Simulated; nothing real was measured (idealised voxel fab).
The process module presented herein is designated voxel wiring stack.
155 nm wide, 5 nm square cells: that's cross-section cut.
Cross-sections here: square-cell grids, written as top-down lists of bands, a band being one or more rows of cells. Each band's line starts with the height of the band's top and of its bottom, in nm. Then come its materials from left to right, each with its width in nm. One material with "full width" fills the band from edge to edge. "air" is empty space. Basically, 0 is our baseline, since under it the wafer straight out of the box is all one material. The bottom band has no lower end and keeps on going down, so it looks like "top 0, no bottom". A width such as "30 to 40" changes by the same amount from each row of cells to the next, from the band's top row to its bottom row. Where a step carries "no alterations made", the cross-section came out of it unchanged, cell for cell. "Cavities, closed" specifies each empty space that is not open to the top and that occupies no fewer than 8 cells, using the form width x height at distance, the distance measured from the left edge and all three quantities in nm. On a step's line, text after the settings is the simulator commenting on that step. overlay nm: how far to the right of its planned place the mask lay on this masked step (negative: to the left).
[Listed below are the process steps as planned]
- 1: RECEIVE with material Si
- 2: CONFORMAL_DEP with material SiO2, thk nm 10
- 3: DIRECTIONAL_DEP with material TiN, thk nm 5
- 4: DIRECTIONAL_DEP with material Ru, thk nm 15
- 5: MASKED_ETCH with tone cover, mask id METAL_1, width nm 25, pitch nm 45, etch materials Ru, depth nm 15, overlay nm 0
- 6: MASKED_ETCH with tone cover, mask id METAL_1, width nm 25, pitch nm 45, etch materials TiN, depth nm 5, overlay nm 0
- 7: FILL_DEP with material lowk, thk nm 5
- 8: CMP with height nm 30
- 9: CONFORMAL_DEP with material SiCN, thk nm 5
- 10: DIRECTIONAL_DEP with material lowk, thk nm 10
- 11: MASKED_ETCH with tone open, mask id PLUG_1, width nm 15, pitch nm 45, etch materials lowk, depth nm 10, overlay nm 0
- 12: MASKED_ETCH with tone open, mask id PLUG_1, width nm 15, pitch nm 45, etch materials SiCN, depth nm 5, overlay nm 0
- 13: EPI with material Ru, thk nm 10
- 14: EPI with material Ru, thk nm 5
- 15: CONFORMAL_DEP with material SiCN, thk nm 5
- 16: DIRECTIONAL_DEP with material SiO2, thk nm 25
- 17: PATTERN with tone open, mask id METAL_2, material resist, width nm 25, pitch nm 45, thk nm 20, overlay nm 0
- 18: DIRECTIONAL_ETCH with etch materials SiO2, depth nm 25
- 19: DIRECTIONAL_ETCH with etch materials SiCN, depth nm 5
- 20: STRIP with etch materials resist
- 21: CONFORMAL_DEP with material TiN, thk nm 5
- 22: FILL_DEP with material Ru, thk nm 10
- 23: CMP with height nm 75
- 24: CONFORMAL_DEP with material SiCN, thk nm 5
- 25: DIRECTIONAL_DEP with material SiO2, thk nm 35
- 26: PATTERN with tone open, mask id METAL_3, material resist, width nm 25, pitch nm 45, thk nm 20, overlay nm 0
- 27: DIRECTIONAL_ETCH with etch materials SiO2, depth nm 20
- 28: STRIP with etch materials resist
- 29: MASKED_ETCH with tone open, mask id METAL_3_HOLES, width nm 15, pitch nm 90, etch materials SiO2, depth nm 15, overlay nm 0
- 30: MASKED_ETCH with tone open, mask id METAL_3_HOLES, width nm 15, pitch nm 90, etch materials SiCN, depth nm 5, overlay nm 0
- 31: CONFORMAL_DEP with material TiN, thk nm 5
- 32: FILL_DEP with material Cu, thk nm 5
- 33: CMP with height nm 115
- 34: CONFORMAL_DEP with material SiN, thk nm 5
[Incoming wafer in cross-section (state: after step 1)]
- top 0, no bottom | Si full width
- Cavities, closed: none
[Cross-sectional view of the first of the two wafers upon completion of the module, processed in accordance with the plan]
- top 120, bottom 115 | SiN full width
- top 115, bottom 100 | SiO2 20, TiN 5, Cu 15, TiN 5, SiO2 20, TiN 5, Cu 15, TiN 5, SiO2 20, TiN 5, Cu 15, TiN 5, SiO2 20
- top 100, bottom 95 | SiO2 20, TiN 5, Cu 5, TiN 15, SiO2 20, TiN 25, SiO2 20, TiN 5, Cu 5, TiN 15, SiO2 20
- top 95, bottom 80 | SiO2 20, TiN 5, Cu 5, TiN 5, SiO2 75, TiN 5, Cu 5, TiN 5, SiO2 30
- top 80, bottom 75 | SiCN 20, TiN 15, SiCN 75, TiN 15, SiCN 30
- top 75, bottom 50 | SiO2 20, TiN 5, Ru 15, TiN 5, SiO2 20, TiN 5, Ru 15, TiN 5, SiO2 20, TiN 5, Ru 15, TiN 5, SiO2 20
- top 50, bottom 45 | SiCN 20, TiN 25, SiCN 20, TiN 25, SiCN 20, TiN 25, SiCN 20
- top 45, bottom 35 | lowk 20, Ru 15, lowk 30, Ru 15, lowk 30, Ru 15, lowk 30
- top 35, bottom 30 | SiCN 20, Ru 15, SiCN 30, Ru 15, SiCN 30, Ru 15, SiCN 30
- top 30, bottom 15 | lowk 20, Ru 25, lowk 20, Ru 25, lowk 20, Ru 25, lowk 20
- top 15, bottom 10 | lowk 20, TiN 25, lowk 20, TiN 25, lowk 20, TiN 25, lowk 20
- top 10, bottom 0 | SiO2 full width
- top 0, no bottom | Si full width
- Cavities, closed: none
[This cross-section belongs to the second wafer of two at the end of the module; the start and the plan were shared with the first, and the run included one mistake]
- top 120, bottom 115 | SiN full width
- top 115, bottom 100 | SiO2 20, TiN 5, Cu 15, TiN 5, SiO2 20, TiN 5, Cu 15, TiN 5, SiO2 20, TiN 5, Cu 15, TiN 5, SiO2 20
- top 100, bottom 95 | SiO2 20, TiN 5, Cu 5, TiN 15, SiO2 20, TiN 25, SiO2 20, TiN 5, Cu 5, TiN 15, SiO2 20
- top 95, bottom 80 | SiO2 20, TiN 5, Cu 5, TiN 5, SiO2 75, TiN 5, Cu 5, TiN 5, SiO2 30
- top 80, bottom 75 | SiCN 20, TiN 15, SiCN 75, TiN 15, SiCN 30
- top 75, bottom 50 | SiO2 20, TiN 5, Ru 15, TiN 5, SiO2 20, TiN 5, Ru 15, TiN 5, SiO2 20, TiN 5, Ru 15, TiN 5, SiO2 20
- top 50, bottom 45 | SiCN 20, TiN 25, SiCN 20, TiN 25, SiCN 20, TiN 25, SiCN 20
- top 45, bottom 35 | lowk 20, SiCN 5, TiN 5, SiCN 5, lowk 30, SiCN 5, TiN 5, SiCN 5, lowk 30, SiCN 5, TiN 5, SiCN 5, lowk 30
- top 35, bottom 30 | SiCN 25, TiN 5, SiCN 40, TiN 5, SiCN 40, TiN 5, SiCN 35
- top 30, bottom 15 | Ru 20, lowk 25, Ru 20, lowk 25, Ru 20, lowk 25, Ru 20
- top 15, bottom 10 | TiN full width
- top 10, bottom 0 | SiO2 full width
- top 0, no bottom | Si full width
- Cavities, closed: none
Finding, execution versus plan: heads up, step 5 didn't go per plan, it actually ran as MASKED_ETCH with tone open, mask id METAL_1, width nm 25, pitch nm 45, etch materials Ru, depth nm 15, overlay nm 0
Per the end-of-run cell counts, the second wafer holds more or fewer of some materials than the first: 24 fewer of Ru; 18 more of SiCN; 25 more of TiN; 19 fewer of lowk
